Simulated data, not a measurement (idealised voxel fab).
Module name: voxel gate over fins (process module)
It is cross-section cut that appears here, measuring 280 nm in width, its square cells being 5 nm in size.
Cross-section = grid of square cells, listed top down in bands; band = one or more rows.
Top, bottom (nm), then materials left to right with widths (nm); lone material tagged "everywhere" fills the whole band edge to edge; "empty" = empty space.
Height datum 0, below which the as-received substrate wafer is one material. Lowest band open at the bottom, running downward: "top 0, no bottom".
So if you see something like "30 to 40" for the width, read it as the top row of the band sitting at the first number and the bottom row at the second, with every row in between moving by the same amount as the last.
Given "nothing was modified" for a step, no cell of the cross-section differs between before and after that step.
What "Closed void list" gives you is every empty space of 8 cells or more that is cut off from the top. Each appears as width x height at distance, with the distance taken from the left edge and width, height and distance all in nm.
Note: text after step settings on the step line = simulator remark on that step.
On any step carrying a mask, the "overlay nm" setting, if present on the step's line, tells how far right of its planned place the mask lay; negative values point to the left.
Each of the pairs that make up the rest of this document says: here is the cross-section before one process step, here is the cross-section after it, drawn only down to the lowest band that changed, and here, under the pair, is the step lying between them with its settings. Different pairs may come from different runs of this module on the same starting wafer, so a pair continues from the pair above it only where its entry headed "Pre-step geometry" says so.

Pre-step geometry:
> top 10, bottom 0 | 105 nm empty; 15 nm SiN; 30 nm empty; 15 nm SiN; 115 nm empty
> top 0, no bottom | Si everywhere
> Closed void list: none

Cross-Section Thereafter:
> top 10, bottom 0 | 105 nm empty; 15 nm SiN; 30 nm empty; 15 nm SiN; 115 nm empty
> top 0, bottom -30 | 105 nm empty; 20 nm Si; 25 nm empty; 20 nm Si; 110 nm empty
> Rest of section, below -30: as before.
> Closed void list: none
The transition between the preceding cross-sections is accomplished by op MASKED_ETCH | tone cover | mask id FINS | width nm 15 | pitch nm 45 | etch materials Si | depth nm 30 | overlay nm 0

Pre-step geometry: The initial state for this step is given by the after cross-section of the immediately preceding pair.

Cross-Section Thereafter:
> top 10, bottom 0 | 105 nm empty; 15 nm SiN; 30 nm empty; 15 nm SiN; 115 nm empty
> top 0, bottom -5 | 105 nm empty; 5 nm SiO2; 5 nm Si; 10 nm SiO2; 25 nm empty; 5 nm SiO2; 5 nm Si; 10 nm SiO2; 110 nm empty
> top -5, bottom -30 | 105 nm empty; 5 nm SiO2; 10 nm Si; 5 nm SiO2; 25 nm empty; 5 nm SiO2; 10 nm Si; 5 nm SiO2; 110 nm empty
> top -30, bottom -35 | 110 nm SiO2; 10 nm Si; 35 nm SiO2; 10 nm Si; 115 nm SiO2
> Rest of section, below -35: as before.
> Closed void list: none
The transition between the preceding cross-sections is accomplished by op OXIDIZE | depth nm 5

Pre-step geometry: The initial state for this step is given by the after cross-section of the immediately preceding pair.

Cross-Section Thereafter:
> top 15, bottom 10 | SiO2 everywhere
> top 10, bottom 0 | 105 nm SiO2; 15 nm SiN; 30 nm SiO2; 15 nm SiN; 115 nm SiO2
> top 0, bottom -5 | 110 nm SiO2; 5 nm Si; 40 nm SiO2; 5 nm Si; 120 nm SiO2
> top -5, bottom -35 | 110 nm SiO2; 10 nm Si; 35 nm SiO2; 10 nm Si; 115 nm SiO2
> Rest of section, below -35: as before.
> Closed void list: none
The transition between the preceding cross-sections is accomplished by op FILL_DEP | material SiO2 | thk nm 5

Pre-step geometry: The initial state for this step is given by the after cross-section of the immediately preceding pair.

Cross-Section Thereafter:
> top 10, bottom 0 | 105 nm SiO2; 15 nm SiN; 30 nm SiO2; 15 nm SiN; 115 nm SiO2
> Rest of section, below 0: as before.
> Closed void list: none
The transition between the preceding cross-sections is accomplished by op CMP | height nm 10

Pre-step geometry: The initial state for this step is given by the after cross-section of the immediately preceding pair.

Cross-Section Thereafter:
> top 10, bottom 0 | 105 nm empty; 15 nm SiN; 30 nm empty; 15 nm SiN; 115 nm empty
> top 0, bottom -10 | 110 nm empty; 5 to 10 nm Si; 40 to 35 nm empty; 5 to 10 nm Si; 120 to 115 nm empty
> Rest of section, below -10: as before.
> Closed void list: none
The transition between the preceding cross-sections is accomplished by op SELECTIVE_ETCH | etch materials SiO2 | depth nm 20

Pre-step geometry: The initial state for this step is given by the after cross-section of the immediately preceding pair.

Cross-Section Thereafter:
> top 0, bottom -10 | 110 nm empty; 5 to 10 nm Si; 40 to 35 nm empty; 5 to 10 nm Si; 120 to 115 nm empty
> Rest of section, below -10: as before.
> Closed void list: none
The transition between the preceding cross-sections is accomplished by op STRIP | etch materials SiN

Pre-step geometry: The initial state for this step is given by the after cross-section of the immediately preceding pair.

Cross-Section Thereafter:
> top 5, bottom 0 | 105 nm empty; 15 nm HfO2; 30 nm empty; 15 nm HfO2; 115 nm empty
> top 0, bottom -5 | 105 nm empty; 5 nm HfO2; 5 nm Si; 10 nm HfO2; 25 nm empty; 5 nm HfO2; 5 nm Si; 10 nm HfO2; 110 nm empty
> top -5, bottom -10 | 110 nm HfO2; 10 nm Si; 35 nm HfO2; 10 nm Si; 115 nm HfO2
> Rest of section, below -10: as before.
> Closed void list: none
The transition between the preceding cross-sections is accomplished by op CONFORMAL_DEP | material HfO2 | thk nm 5

Pre-step geometry: The initial state for this step is given by the after cross-section of the immediately preceding pair.

Cross-Section Thereafter:
> top 10, bottom 5 | 100 nm empty; 25 nm TiN; 20 nm empty; 25 nm TiN; 110 nm empty
> top 5, bottom 0 | 100 nm empty; 5 nm TiN; 15 nm HfO2; 10 nm TiN; 15 nm empty; 5 nm TiN; 15 nm HfO2; 10 nm TiN; 105 nm empty
> top 0, bottom -5 | 105 nm TiN; 5 nm HfO2; 5 nm Si; 10 nm HfO2; 25 nm TiN; 5 nm HfO2; 5 nm Si; 10 nm HfO2; 110 nm TiN
> Rest of section, below -5: as before.
> Closed void list: none
The transition between the preceding cross-sections is accomplished by op CONFORMAL_DEP | material TiN | thk nm 5

Pre-step geometry: The initial state for this step is given by the after cross-section of the immediately preceding pair.

Cross-Section Thereafter:
> top 15, bottom 10 | 95 nm empty; 35 nm TiAl; 10 nm empty; 35 nm TiAl; 105 nm empty
> top 10, bottom 5 | 95 nm empty; 5 nm TiAl; 25 nm TiN; 10 nm TiAl; 5 nm empty; 5 nm TiAl; 25 nm TiN; 10 nm TiAl; 100 nm empty
> top 5, bottom 0 | 100 nm TiAl; 5 nm TiN; 15 nm HfO2; 10 nm TiN; 15 nm TiAl; 5 nm TiN; 15 nm HfO2; 10 nm TiN; 105 nm TiAl
> Rest of section, below 0: as before.
> Closed void list: none
The transition between the preceding cross-sections is accomplished by op CONFORMAL_DEP | material TiAl | thk nm 5

Pre-step geometry: The initial state for this step is given by the after cross-section of the immediately preceding pair.

Cross-Section Thereafter:
> top 20, bottom 15 | 90 nm empty; 90 nm TiN; 100 nm empty
> top 15, bottom 10 | 90 nm empty; 5 nm TiN; 35 nm TiAl; 10 nm TiN; 35 nm TiAl; 10 nm TiN; 95 nm empty
> top 10, bottom 5 | 95 nm TiN; 5 nm TiAl; 25 nm TiN; 10 nm TiAl; 5 nm TiN; 5 nm TiAl; 25 nm TiN; 10 nm TiAl; 100 nm TiN
> Rest of section, below 5: as before.
> Closed void list: none
The transition between the preceding cross-sections is accomplished by op CONFORMAL_DEP | material TiN | thk nm 5

Pre-step geometry: The initial state for this step is given by the after cross-section of the immediately preceding pair.

Cross-Section Thereafter:
> top 35, bottom 20 | W everywhere
> top 20, bottom 15 | 90 nm W; 90 nm TiN; 100 nm W
> top 15, bottom 10 | 90 nm W; 5 nm TiN; 35 nm TiAl; 10 nm TiN; 35 nm TiAl; 10 nm TiN; 95 nm W
> Rest of section, below 10: as before.
> Closed void list: none
The transition between the preceding cross-sections is accomplished by op FILL_DEP | material W | thk nm 15

Pre-step geometry: The initial state for this step is given by the after cross-section of the immediately preceding pair.

Cross-Section Thereafter:
> top 30, bottom 20 | W everywhere
> Rest of section, below 20: as before.
> Closed void list: none
The transition between the preceding cross-sections is accomplished by op CMP | height nm 30

Pre-step geometry: The initial state for this step is given by the after cross-section of the immediately preceding pair.

Cross-Section Thereafter:
> top 40, bottom 30 | SiN everywhere
> Rest of section, below 30: as before.
> Closed void list: none
The transition between the preceding cross-sections is accomplished by op CONFORMAL_DEP | material SiN | thk nm 10

Pre-step geometry:
> top 15, bottom 5 | 100 nm empty; 35 nm TiN; 10 nm empty; 35 nm TiN; 100 nm empty
> top 5, bottom 0 | 110 nm TiN; 15 nm HfO2; 30 nm TiN; 15 nm HfO2; 110 nm TiN
> top 0, bottom -5 | 110 nm TiN; 5 nm HfO2; 5 nm Si; 5 nm HfO2; 30 nm TiN; 5 nm HfO2; 5 nm Si; 5 nm HfO2; 110 nm TiN
> top -5, bottom -10 | 115 nm HfO2; 5 nm Si; 40 nm HfO2; 5 nm Si; 115 nm HfO2
> top -10, bottom -35 | 115 nm SiO2; 5 nm Si; 40 nm SiO2; 5 nm Si; 115 nm SiO2
> top -35, no bottom | Si everywhere
> Closed void list: none

Cross-Section Thereafter:
> top 20, bottom 10 | 95 nm empty; 90 nm TiN; 95 nm empty
> top 10, bottom 5 | TiN everywhere
> Rest of section, below 5: as before.
> Closed void list: none
The transition between the preceding cross-sections is accomplished by op CONFORMAL_DEP | material TiN | thk nm 5

Pre-step geometry: The initial state for this step is given by the after cross-section of the immediately preceding pair.

Cross-Section Thereafter:
> top 35, bottom 20 | W everywhere
> top 20, bottom 10 | 95 nm W; 90 nm TiN; 95 nm W
> Rest of section, below 10: as before.
> Closed void list: none
The transition between the preceding cross-sections is accomplished by op FILL_DEP | material W | thk nm 15

Pre-step geometry: The initial state for this step is given by the after cross-section of the immediately preceding pair.

Cross-Section Thereafter:
> top 30, bottom 20 | W everywhere
> Rest of section, below 20: as before.
> Closed void list: none
The transition between the preceding cross-sections is accomplished by op CMP | height nm 30

Pre-step geometry: The initial state for this step is given by the after cross-section of the immediately preceding pair.

Cross-Section Thereafter:
> top 40, bottom 30 | SiN everywhere
> Rest of section, below 30: as before.
> Closed void list: none
The transition between the preceding cross-sections is accomplished by op CONFORMAL_DEP | material SiN | thk nm 10

Pre-step geometry:
> top 10, bottom 0 | SiN everywhere
> top 0, no bottom | Si everywhere
> Closed void list: none

Cross-Section Thereafter:
> top 10, bottom 0 | 110 nm SiN; 15 nm empty; 30 nm SiN; 15 nm empty; 110 nm SiN
> Rest of section, below 0: as before.
> Closed void list: none
The transition between the preceding cross-sections is accomplished by op MASKED_ETCH | tone open | mask id FINS | width nm 15 | pitch nm 45 | etch materials SiN | depth nm 10 | overlay nm 0

Pre-step geometry: The initial state for this step is given by the after cross-section of the immediately preceding pair.

Cross-Section Thereafter:
> top 10, bottom 0 | 110 nm SiN; 15 nm empty; 30 nm SiN; 15 nm empty; 110 nm SiN
> top 0, bottom -5 | 105 nm Si; 25 nm SiO2; 20 nm Si; 25 nm SiO2; 105 nm Si
> Rest of section, below -5: as before.
> Closed void list: none
The transition between the preceding cross-sections is accomplished by op OXIDIZE | depth nm 5

Pre-step geometry: The initial state for this step is given by the after cross-section of the immediately preceding pair.

Cross-Section Thereafter:
> top 15, bottom 10 | SiO2 everywhere
> top 10, bottom 0 | 110 nm SiN; 15 nm SiO2; 30 nm SiN; 15 nm SiO2; 110 nm SiN
> Rest of section, below 0: as before.
> Closed void list: none
The transition between the preceding cross-sections is accomplished by op FILL_DEP | material SiO2 | thk nm 5

Pre-step geometry: The initial state for this step is given by the after cross-section of the immediately preceding pair.

Cross-Section Thereafter:
> top 10, bottom 0 | 110 nm SiN; 15 nm SiO2; 30 nm SiN; 15 nm SiO2; 110 nm SiN
> Rest of section, below 0: as before.
> Closed void list: none
The transition between the preceding cross-sections is accomplished by op CMP | height nm 10

Pre-step geometry: The initial state for this step is given by the after cross-section of the immediately preceding pair.

Cross-Section Thereafter:
> top 10, bottom 0 | 110 nm SiN; 15 nm empty; 30 nm SiN; 15 nm empty; 110 nm SiN
> top 0, bottom -5 | 105 nm Si; 25 nm empty; 20 nm Si; 25 nm empty; 105 nm Si
> Rest of section, below -5: as before.
> Closed void list: none
The transition between the preceding cross-sections is accomplished by op SELECTIVE_ETCH | etch materials SiO2 | depth nm 20

Pre-step geometry: The initial state for this step is given by the after cross-section of the immediately preceding pair.

Cross-Section Thereafter:
> top 0, bottom -5 | 105 nm Si; 25 nm empty; 20 nm Si; 25 nm empty; 105 nm Si
> Rest of section, below -5: as before.
> Closed void list: none
The transition between the preceding cross-sections is accomplished by op STRIP | etch materials SiN

Pre-step geometry: The initial state for this step is given by the after cross-section of the immediately preceding pair.

Cross-Section Thereafter:
> top 5, bottom 0 | 110 nm HfO2; 15 nm empty; 30 nm HfO2; 15 nm empty; 110 nm HfO2
> top 0, bottom -5 | 105 nm Si; 25 nm HfO2; 20 nm Si; 25 nm HfO2; 105 nm Si
> Rest of section, below -5: as before.
> Closed void list: none
The transition between the preceding cross-sections is accomplished by op CONFORMAL_DEP | material HfO2 | thk nm 5

Pre-step geometry: The initial state for this step is given by the after cross-section of the immediately preceding pair.

Cross-Section Thereafter:
> top 10, bottom 5 | 115 nm TiN; 5 nm empty; 40 nm TiN; 5 nm empty; 115 nm TiN
> top 5, bottom 0 | 110 nm HfO2; 15 nm TiN; 30 nm HfO2; 15 nm TiN; 110 nm HfO2
> Rest of section, below 0: as before.
> Closed void list: none
The transition between the preceding cross-sections is accomplished by op CONFORMAL_DEP | material TiN | thk nm 5

Pre-step geometry: The initial state for this step is given by the after cross-section of the immediately preceding pair.

Cross-Section Thereafter:
> top 15, bottom 10 | TiAl everywhere
> top 10, bottom 5 | 115 nm TiN; 5 nm TiAl; 40 nm TiN; 5 nm TiAl; 115 nm TiN
> Rest of section, below 5: as before.
> Closed void list: none
The transition between the preceding cross-sections is accomplished by op CONFORMAL_DEP | material TiAl | thk nm 5

Pre-step geometry: The initial state for this step is given by the after cross-section of the immediately preceding pair.

Cross-Section Thereafter:
> top 20, bottom 15 | TiN everywhere
> Rest of section, below 15: as before.
> Closed void list: none
The transition between the preceding cross-sections is accomplished by op CONFORMAL_DEP | material TiN | thk nm 5

Pre-step geometry: The initial state for this step is given by the after cross-section of the immediately preceding pair.

Cross-Section Thereafter:
> top 35, bottom 20 | W everywhere
> Rest of section, below 20: as before.
> Closed void list: none
The transition between the preceding cross-sections is accomplished by op FILL_DEP | material W | thk nm 15

Pre-step geometry: The initial state for this step is given by the after cross-section of the immediately preceding pair.

Cross-Section Thereafter:
> top 30, bottom 20 | W everywhere
> Rest of section, below 20: as before.
> Closed void list: none
The transition between the preceding cross-sections is accomplished by op CMP | height nm 30

Pre-step geometry: The initial state for this step is given by the after cross-section of the immediately preceding pair.

Cross-Section Thereafter:
> top 40, bottom 30 | SiN everywhere
> Rest of section, below 30: as before.
> Closed void list: none
The transition between the preceding cross-sections is accomplished by op CONFORMAL_DEP | material SiN | thk nm 10
